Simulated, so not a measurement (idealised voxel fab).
The following process module bears the name voxel wiring stack.
Cross-sectional view cut (width: 250 nm; square cell size: 5 nm).
If you're reading a cross-section in this doc, picture square cells in a grid; it comes to you as bands, top ones listed first down to the bottom, and a band can be one or more rows of cells.
A band entry consists of two parts. The first gives the height of the band's top and the height of its bottom, in nm. The rest lists the band's materials from left to right, each with its width in nm. A single material labelled with the word "full width" fills the band from edge to edge, and the word "empty" marks empty space.
Height reference: 0 = level under which incoming wafer is all one material. Lowest band: no bottom, runs on downward, e.g. "0 and below".
You'd read "30->40" like this: the band's top row of cells is as wide as the first number, its bottom row is as wide as the second, and going down, every row changes width by the same amount as the row before did.
"no modifications" after a step means that no cell of the cross-section changed.
Any empty space of 8 cells or more lacking an open way to the top shows up in "Fully enclosed voids" as width x height at distance, distance from the left edge, in nm.
after a step's settings: what the simulator itself notes on the step
overlay nm: mask right of planned place by this much (step with mask). Neg. = left.
## Steps in the process plan
1: RECEIVE (material Si)
2: CONFORMAL_DEP (material SiO2; thk nm 15)
3: CONFORMAL_DEP (material SiN; thk nm 5)
4: DIRECTIONAL_DEP (material lowk; thk nm 25)
5: MASKED_ETCH (tone open; mask id METAL_1; width nm 30; pitch nm 50; etch materials lowk; depth nm 25; overlay nm 0)
6: MASKED_ETCH (tone open; mask id METAL_1; width nm 30; pitch nm 50; etch materials SiN; depth nm 5; overlay nm 0)
7: CONFORMAL_DEP (material TiN; thk nm 5)
8: FILL_DEP (material Cu; thk nm 10)
9: CMP (height nm 45)
10: CONFORMAL_DEP (material SiCN; thk nm 5)
11: DIRECTIONAL_DEP (material lowk; thk nm 15)
12: DIRECTIONAL_DEP (material aC; thk nm 15)
13: PATTERN (tone open; mask id PLUG_1; material resist; width nm 15; pitch nm 50; thk nm 30; overlay nm 0)
14: DIRECTIONAL_ETCH (etch materials aC; depth nm 15)
15: STRIP (etch materials resist)
16: DIRECTIONAL_ETCH (etch materials lowk; depth nm 15)
17: DIRECTIONAL_ETCH (etch materials SiCN; depth nm 5)
18: STRIP (etch materials aC)
19: CONFORMAL_DEP (material TiN; thk nm 5)
20: FILL_DEP (material W; thk nm 10)
21: CMP (height nm 65)
22: CONFORMAL_DEP (material SiCN; thk nm 5)
23: DIRECTIONAL_DEP (material SiO2; thk nm 20)
24: DIRECTIONAL_DEP (material aC; thk nm 15)
25: PATTERN (tone open; mask id METAL_2; material resist; width nm 30; pitch nm 50; thk nm 35; overlay nm 0)
26: DIRECTIONAL_ETCH (etch materials aC; depth nm 15)
27: STRIP (etch materials resist)
28: DIRECTIONAL_ETCH (etch materials SiO2; depth nm 20)
29: DIRECTIONAL_ETCH (etch materials SiCN; depth nm 5)
30: STRIP (etch materials aC)
31: CONFORMAL_DEP (material TiN; thk nm 5)
32: FILL_DEP (material Cu; thk nm 5)
33: CMP (height nm 90)
34: CONFORMAL_DEP (material SiCN; thk nm 5)
35: DIRECTIONAL_DEP (material lowk; thk nm 10)
36: DIRECTIONAL_DEP (material aC; thk nm 10)
37: PATTERN (tone open; mask id PLUG_2; material resist; width nm 15; pitch nm 50; thk nm 25; overlay nm 0)
38: DIRECTIONAL_ETCH (etch materials aC; depth nm 10)
39: STRIP (etch materials resist)
40: DIRECTIONAL_ETCH (etch materials lowk; depth nm 10)
41: DIRECTIONAL_ETCH (etch materials SiCN; depth nm 5)
42: STRIP (etch materials aC)
43: EPI (material Ru; thk nm 10)
44: EPI (material Ru; thk nm 5)
45: CONFORMAL_DEP (material SiN; thk nm 5)
46: DIRECTIONAL_DEP (material SiO2; thk nm 15)
47: DIRECTIONAL_DEP (material aC; thk nm 15)
48: PATTERN (tone open; mask id METAL_3; material resist; width nm 30; pitch nm 50; thk nm 35; overlay nm 0)
49: DIRECTIONAL_ETCH (etch materials aC; depth nm 15)
50: STRIP (etch materials resist)
51: DIRECTIONAL_ETCH (etch materials SiO2; depth nm 15)
52: DIRECTIONAL_ETCH (etch materials SiN; depth nm 5)
53: STRIP (etch materials aC)
54: CONFORMAL_DEP (material TiN; thk nm 5)
55: FILL_DEP (material Cu; thk nm 5)
56: CMP (height nm 125)
57: EPI (material Ru; thk nm 5)
58: FILL_DEP (material SiCN; thk nm 5)
## Cross-section: wafer on arrival = after step 1
  0 and below | Si full width
  Fully enclosed voids: none
## Post-module cross-section of the first of two wafers (run per plan)
  135 down to 130 | SiCN full width
  130 down to 125 | 30 SiCN / 40 Ru / 10 SiCN / 40 Ru / 10 SiCN / 40 Ru / 10 SiCN / 40 Ru / 30 SiCN
  125 down to 110 | 35 SiO2 / 5 TiN / 20 Cu / 5 TiN / 20 SiO2 / 5 TiN / 20 Cu / 5 TiN / 20 SiO2 / 5 TiN / 20 Cu / 5 TiN / 20 SiO2 / 5 TiN / 20 Cu / 5 TiN / 35 SiO2
  110 down to 105 | 35 SiN / 30 TiN / 20 SiN / 30 TiN / 20 SiN / 30 TiN / 20 SiN / 30 TiN / 35 SiN
  105 down to 95 | 35 lowk / 15 Ru / 35 lowk / 15 Ru / 35 lowk / 15 Ru / 35 lowk / 15 Ru / 50 lowk
  95 down to 90 | 35 SiCN / 15 Ru / 35 SiCN / 15 Ru / 35 SiCN / 15 Ru / 35 SiCN / 15 Ru / 50 SiCN
  90 down to 70 | 35 SiO2 / 5 TiN / 20 Cu / 5 TiN / 20 SiO2 / 5 TiN / 20 Cu / 5 TiN / 20 SiO2 / 5 TiN / 20 Cu / 5 TiN / 20 SiO2 / 5 TiN / 20 Cu / 5 TiN / 35 SiO2
  70 down to 65 | 35 SiCN / 30 TiN / 20 SiCN / 30 TiN / 20 SiCN / 30 TiN / 20 SiCN / 30 TiN / 35 SiCN
  65 down to 50 | 35 lowk / 5 TiN / 5 W / 5 TiN / 35 lowk / 5 TiN / 5 W / 5 TiN / 35 lowk / 5 TiN / 5 W / 5 TiN / 35 lowk / 5 TiN / 5 W / 5 TiN / 50 lowk
  50 down to 45 | 35 SiCN / 15 TiN / 35 SiCN / 15 TiN / 35 SiCN / 15 TiN / 35 SiCN / 15 TiN / 50 SiCN
  45 down to 20 | 35 lowk / 5 TiN / 20 Cu / 5 TiN / 20 lowk / 5 TiN / 20 Cu / 5 TiN / 20 lowk / 5 TiN / 20 Cu / 5 TiN / 20 lowk / 5 TiN / 20 Cu / 5 TiN / 35 lowk
  20 down to 15 | 35 SiN / 30 TiN / 20 SiN / 30 TiN / 20 SiN / 30 TiN / 20 SiN / 30 TiN / 35 SiN
  15 down to 0 | SiO2 full width
  0 and below | Si full width
  Fully enclosed voids: none
## Here's the second of our two wafers sectioned at module end. Same start as the first, same plan, but one mistake got made running it
  135 down to 130 | SiCN full width
  130 down to 125 | 30 SiCN / 40 Ru / 10 SiCN / 40 Ru / 10 SiCN / 40 Ru / 10 SiCN / 40 Ru / 30 SiCN
  125 down to 110 | 35 SiO2 / 5 TiN / 20 Cu / 5 TiN / 20 SiO2 / 5 TiN / 20 Cu / 5 TiN / 20 SiO2 / 5 TiN / 20 Cu / 5 TiN / 20 SiO2 / 5 TiN / 20 Cu / 5 TiN / 35 SiO2
  110 down to 105 | 35 SiN / 30 TiN / 20 SiN / 30 TiN / 20 SiN / 30 TiN / 20 SiN / 30 TiN / 35 SiN
  105 down to 95 | 35 lowk / 15 Ru / 35 lowk / 15 Ru / 35 lowk / 15 Ru / 35 lowk / 15 Ru / 50 lowk
  95 down to 90 | 35 SiCN / 15 Ru / 35 SiCN / 15 Ru / 35 SiCN / 15 Ru / 35 SiCN / 15 Ru / 50 SiCN
  90 down to 70 | 35 SiO2 / 5 TiN / 20 Cu / 5 TiN / 20 SiO2 / 5 TiN / 20 Cu / 5 TiN / 20 SiO2 / 5 TiN / 20 Cu / 5 TiN / 20 SiO2 / 5 TiN / 20 Cu / 5 TiN / 35 SiO2
  70 down to 65 | 35 SiCN / 30 TiN / 20 SiCN / 30 TiN / 20 SiCN / 30 TiN / 20 SiCN / 30 TiN / 35 SiCN
  65 down to 50 | 30 W / 5 TiN / 15 lowk / 5 TiN / 25 W / 5 TiN / 15 lowk / 5 TiN / 25 W / 5 TiN / 15 lowk / 5 TiN / 25 W / 5 TiN / 15 lowk / 5 TiN / 45 W
  50 down to 45 | 35 TiN / 15 SiCN / 35 TiN / 15 SiCN / 35 TiN / 15 SiCN / 35 TiN / 15 SiCN / 50 TiN
  45 down to 20 | 35 lowk / 5 TiN / 20 Cu / 5 TiN / 20 lowk / 5 TiN / 20 Cu / 5 TiN / 20 lowk / 5 TiN / 20 Cu / 5 TiN / 20 lowk / 5 TiN / 20 Cu / 5 TiN / 35 lowk
  20 down to 15 | 35 SiN / 30 TiN / 20 SiN / 30 TiN / 20 SiN / 30 TiN / 20 SiN / 30 TiN / 35 SiN
  15 down to 0 | SiO2 full width
  0 and below | Si full width
  Fully enclosed voids: none
So what did we get wrong on this run? note that step 13 departed from the planned setting and was carried out as PATTERN (tone cover; mask id PLUG_1; material resist; width nm 15; pitch nm 50; thk nm 30; overlay nm 0)
In the final state, the cell counts of the second wafer exceed or fall short of those of the first for the following materials: SiCN: 26 fewer, TiN: 26 more, W: 78 more, lowk: 78 fewer
